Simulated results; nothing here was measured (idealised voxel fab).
Title: Process Module voxel self aligned contacts
In the cross-section labelled cut, the width is 225 nm and each square cell is 5 nm.
We lay out every cross-section as a grid of square cells and spell it out in bands from the top down, where one band means one or more rows of cells.
Band: top and bottom heights (nm) first, top before bottom; then materials from left to right, widths in nm. "throughout" marks a sole material filling the band edge to edge. "empty" denotes empty space.
Convention: height 0 is the level below which the wafer, as received, is all one material. The lowest band does not terminate at the bottom but continues downward, represented as "0 nm and below".
You'd read "30 to 40" like this: the band's top row of cells is as wide as the first number, its bottom row is as wide as the second, and going down, every row changes width by the same amount as the row before did.
The designation "no modifications", where it is given for a processing step, indicates that no cell of the cross-section was altered in the course of that step.
Entry "Enclosed cavities" = empty spaces >= 8 cells with no open way to the top; each as width x height at distance, distance from left edge, all nm.
Heads up: the bit after the settings on a step's line is the simulator's remark on that step.
A step's line can hold "overlay nm"; with a mask on that step, the setting says how far right of the planned place the mask lay, while a negative setting says it lay to the left.

The following list gives the planned process steps
- 1: RECEIVE: material Si
- 2: CONFORMAL_DEP: material SiO2, thk nm 5
- 3: DIRECTIONAL_DEP: material polySi, thk nm 30
- 4: DIRECTIONAL_DEP: material SiN, thk nm 20
- 5: PATTERN: tone cover, mask id GATE, material resist, width nm 25, pitch nm 60, thk nm 20, overlay nm 0
- 6: DIRECTIONAL_ETCH: etch materials SiN, depth nm 20
- 7: DIRECTIONAL_ETCH: etch materials polySi, depth nm 30
- 8: STRIP: etch materials resist
- 9: CONFORMAL_DEP: material SiN, thk nm 5
- 10: DIRECTIONAL_ETCH: etch materials SiN, depth nm 5
- 11: FILL_DEP: material SiO2, thk nm 15
- 12: CMP: height nm 60
- 13: MASKED_ETCH: tone open, mask id CONTACT, width nm 45, etch materials SiO2, depth nm 60, overlay nm 0
- 14: CONFORMAL_DEP: material TiN, thk nm 5
- 15: FILL_DEP: material Ru, thk nm 10
- 16: CMP: height nm 60
- 17: CONFORMAL_DEP: material SiCN, thk nm 5

Of two wafers, the first: run according to plan

Cross-section: wafer on arrival = after step 1
    0 nm and below: Si throughout
    Enclosed cavities: none

Cross-sectional representation of the wafer at the conclusion of step 2
    5 nm to 0 nm: SiO2 throughout
    All layers under 0 are left as they were.

Cross-sectional representation of the wafer at the conclusion of step 3
    35 nm to 5 nm: polySi throughout
    All layers under 5 are left as they were.

Cross-sectional representation of the wafer at the conclusion of step 4
    55 nm to 35 nm: SiN throughout
    All layers under 35 are left as they were.

Cross-sectional representation of the wafer at the conclusion of step 5
    75 nm to 55 nm: 70 empty, then 25 resist, then 35 empty, then 25 resist, then 70 empty
    All layers under 55 are left as they were.

Cross-sectional representation of the wafer at the conclusion of step 6
    75 nm to 55 nm: 70 empty, then 25 resist, then 35 empty, then 25 resist, then 70 empty
    55 nm to 35 nm: 70 empty, then 25 SiN, then 35 empty, then 25 SiN, then 70 empty
    All layers under 35 are left as they were.

Cross-sectional representation of the wafer at the conclusion of step 7
    75 nm to 55 nm: 70 empty, then 25 resist, then 35 empty, then 25 resist, then 70 empty
    55 nm to 35 nm: 70 empty, then 25 SiN, then 35 empty, then 25 SiN, then 70 empty
    35 nm to 5 nm: 70 empty, then 25 polySi, then 35 empty, then 25 polySi, then 70 empty
    All layers under 5 are left as they were.

Cross-sectional representation of the wafer at the conclusion of step 8
    55 nm to 35 nm: 70 empty, then 25 SiN, then 35 empty, then 25 SiN, then 70 empty
    All layers under 35 are left as they were.

Cross-sectional representation of the wafer at the conclusion of step 9
    60 nm to 35 nm: 65 empty, then 35 SiN, then 25 empty, then 35 SiN, then 65 empty
    35 nm to 10 nm: 65 empty, then 5 SiN, then 25 polySi, then 5 SiN, then 25 empty, then 5 SiN, then 25 polySi, then 5 SiN, then 65 empty
    10 nm to 5 nm: 70 SiN, then 25 polySi, then 35 SiN, then 25 polySi, then 70 SiN
    All layers under 5 are left as they were.

Cross-sectional representation of the wafer at the conclusion of step 10
    55 nm to 35 nm: 65 empty, then 35 SiN, then 25 empty, then 35 SiN, then 65 empty
    35 nm to 5 nm: 65 empty, then 5 SiN, then 25 polySi, then 5 SiN, then 25 empty, then 5 SiN, then 25 polySi, then 5 SiN, then 65 empty
    All layers under 5 are left as they were.

Cross-sectional representation of the wafer at the conclusion of step 11
    70 nm to 55 nm: SiO2 throughout
    55 nm to 35 nm: 65 SiO2, then 35 SiN, then 25 SiO2, then 35 SiN, then 65 SiO2
    35 nm to 5 nm: 65 SiO2, then 5 SiN, then 25 polySi, then 5 SiN, then 25 SiO2, then 5 SiN, then 25 polySi, then 5 SiN, then 65 SiO2
    All layers under 5 are left as they were.

Cross-sectional representation of the wafer at the conclusion of step 12
    60 nm to 55 nm: SiO2 throughout
    All layers under 55 are left as they were.

Cross-sectional representation of the wafer at the conclusion of step 13
    60 nm to 55 nm: 90 SiO2, then 45 empty, then 90 SiO2
    55 nm to 35 nm: 65 SiO2, then 35 SiN, then 25 empty, then 35 SiN, then 65 SiO2
    35 nm to 5 nm: 65 SiO2, then 5 SiN, then 25 polySi, then 5 SiN, then 25 empty, then 5 SiN, then 25 polySi, then 5 SiN, then 65 SiO2
    5 nm to 0 nm: 100 SiO2, then 25 empty, then 100 SiO2
    All layers under 0 are left as they were.

Cross-sectional representation of the wafer at the conclusion of step 14
    65 nm to 60 nm: 95 TiN, then 35 empty, then 95 TiN
    60 nm to 55 nm: 90 SiO2, then 15 TiN, then 15 empty, then 15 TiN, then 90 SiO2
    55 nm to 35 nm: 65 SiO2, then 35 SiN, then 5 TiN, then 15 empty, then 5 TiN, then 35 SiN, then 65 SiO2
    35 nm to 5 nm: 65 SiO2, then 5 SiN, then 25 polySi, then 5 SiN, then 5 TiN, then 15 empty, then 5 TiN, then 5 SiN, then 25 polySi, then 5 SiN, then 65 SiO2
    5 nm to 0 nm: 100 SiO2, then 25 TiN, then 100 SiO2
    All layers under 0 are left as they were.

Cross-sectional representation of the wafer at the conclusion of step 15
    75 nm to 65 nm: Ru throughout
    65 nm to 60 nm: 95 TiN, then 35 Ru, then 95 TiN
    60 nm to 55 nm: 90 SiO2, then 15 TiN, then 15 Ru, then 15 TiN, then 90 SiO2
    55 nm to 35 nm: 65 SiO2, then 35 SiN, then 5 TiN, then 15 Ru, then 5 TiN, then 35 SiN, then 65 SiO2
    35 nm to 5 nm: 65 SiO2, then 5 SiN, then 25 polySi, then 5 SiN, then 5 TiN, then 15 Ru, then 5 TiN, then 5 SiN, then 25 polySi, then 5 SiN, then 65 SiO2
    All layers under 5 are left as they were.

Cross-sectional representation of the wafer at the conclusion of step 16
    60 nm to 55 nm: 90 SiO2, then 15 TiN, then 15 Ru, then 15 TiN, then 90 SiO2
    All layers under 55 are left as they were.

Cross-sectional representation of the wafer at the conclusion of step 17
    65 nm to 60 nm: SiCN throughout
    All layers under 60 are left as they were.

Companion wafer, the second of two: same beginning, same intended sequence, one mistake in carrying it out; through step 1 inclusive it tracks the first exactly

Cross-section: second wafer, time at which step 2 was scheduled to end
    30 nm to 0 nm: polySi throughout
    All layers under 0 are left as they were.

Cross-section: second wafer, time at which step 3 was scheduled to end
    35 nm to 30 nm: SiO2 throughout
    All layers under 30 are left as they were.

Cross-section: second wafer, time at which step 4 was scheduled to end
    55 nm to 35 nm: SiN throughout
    All layers under 35 are left as they were.

Cross-section: second wafer, time at which step 5 was scheduled to end
    75 nm to 55 nm: 70 empty, then 25 resist, then 35 empty, then 25 resist, then 70 empty
    All layers under 55 are left as they were.

Cross-section: second wafer, time at which step 6 was scheduled to end
    75 nm to 55 nm: 70 empty, then 25 resist, then 35 empty, then 25 resist, then 70 empty
    55 nm to 35 nm: 70 empty, then 25 SiN, then 35 empty, then 25 SiN, then 70 empty
    All layers under 35 are left as they were.

Cross-section: second wafer, time at which step 7 was scheduled to end: no modifications

Cross-section: second wafer, time at which step 8 was scheduled to end
    55 nm to 35 nm: 70 empty, then 25 SiN, then 35 empty, then 25 SiN, then 70 empty
    All layers under 35 are left as they were.

Cross-section: second wafer, time at which step 9 was scheduled to end
    60 nm to 40 nm: 65 empty, then 35 SiN, then 25 empty, then 35 SiN, then 65 empty
    40 nm to 35 nm: SiN throughout
    All layers under 35 are left as they were.

Cross-section: second wafer, time at which step 10 was scheduled to end
    55 nm to 35 nm: 65 empty, then 35 SiN, then 25 empty, then 35 SiN, then 65 empty
    All layers under 35 are left as they were.

Cross-section: second wafer, time at which step 11 was scheduled to end
    70 nm to 55 nm: SiO2 throughout
    55 nm to 35 nm: 65 SiO2, then 35 SiN, then 25 SiO2, then 35 SiN, then 65 SiO2
    All layers under 35 are left as they were.

Cross-section: second wafer, time at which step 12 was scheduled to end
    60 nm to 55 nm: SiO2 throughout
    All layers under 55 are left as they were.

Cross-section: second wafer, time at which step 13 was scheduled to end
    60 nm to 55 nm: 90 SiO2, then 45 empty, then 90 SiO2
    55 nm to 35 nm: 65 SiO2, then 35 SiN, then 25 empty, then 35 SiN, then 65 SiO2
    35 nm to 30 nm: 100 SiO2, then 25 empty, then 100 SiO2
    All layers under 30 are left as they were.

Cross-section: second wafer, time at which step 14 was scheduled to end
    65 nm to 60 nm: 95 TiN, then 35 empty, then 95 TiN
    60 nm to 55 nm: 90 SiO2, then 15 TiN, then 15 empty, then 15 TiN, then 90 SiO2
    55 nm to 35 nm: 65 SiO2, then 35 SiN, then 5 TiN, then 15 empty, then 5 TiN, then 35 SiN, then 65 SiO2
    35 nm to 30 nm: 100 SiO2, then 25 TiN, then 100 SiO2
    All layers under 30 are left as they were.

Cross-section: second wafer, time at which step 15 was scheduled to end
    75 nm to 65 nm: Ru throughout
    65 nm to 60 nm: 95 TiN, then 35 Ru, then 95 TiN
    60 nm to 55 nm: 90 SiO2, then 15 TiN, then 15 Ru, then 15 TiN, then 90 SiO2
    55 nm to 35 nm: 65 SiO2, then 35 SiN, then 5 TiN, then 15 Ru, then 5 TiN, then 35 SiN, then 65 SiO2
    All layers under 35 are left as they were.

Cross-section: second wafer, time at which step 16 was scheduled to end
    60 nm to 55 nm: 90 SiO2, then 15 TiN, then 15 Ru, then 15 TiN, then 90 SiO2
    All layers under 55 are left as they were.

Cross-section: second wafer, time at which step 17 was scheduled to end
    65 nm to 60 nm: SiCN throughout
    All layers under 60 are left as they were.
Deviation noted in wafer processing: the intended sequence of steps 2 and 3 was reversed during processing, with each occupying the position of the other
Bottom line after processing is that, in cells, the second wafer is up or down on some materials versus the first: -18 Ru, -24 SiN, -156 SiO2, -12 TiN, +210 polySi
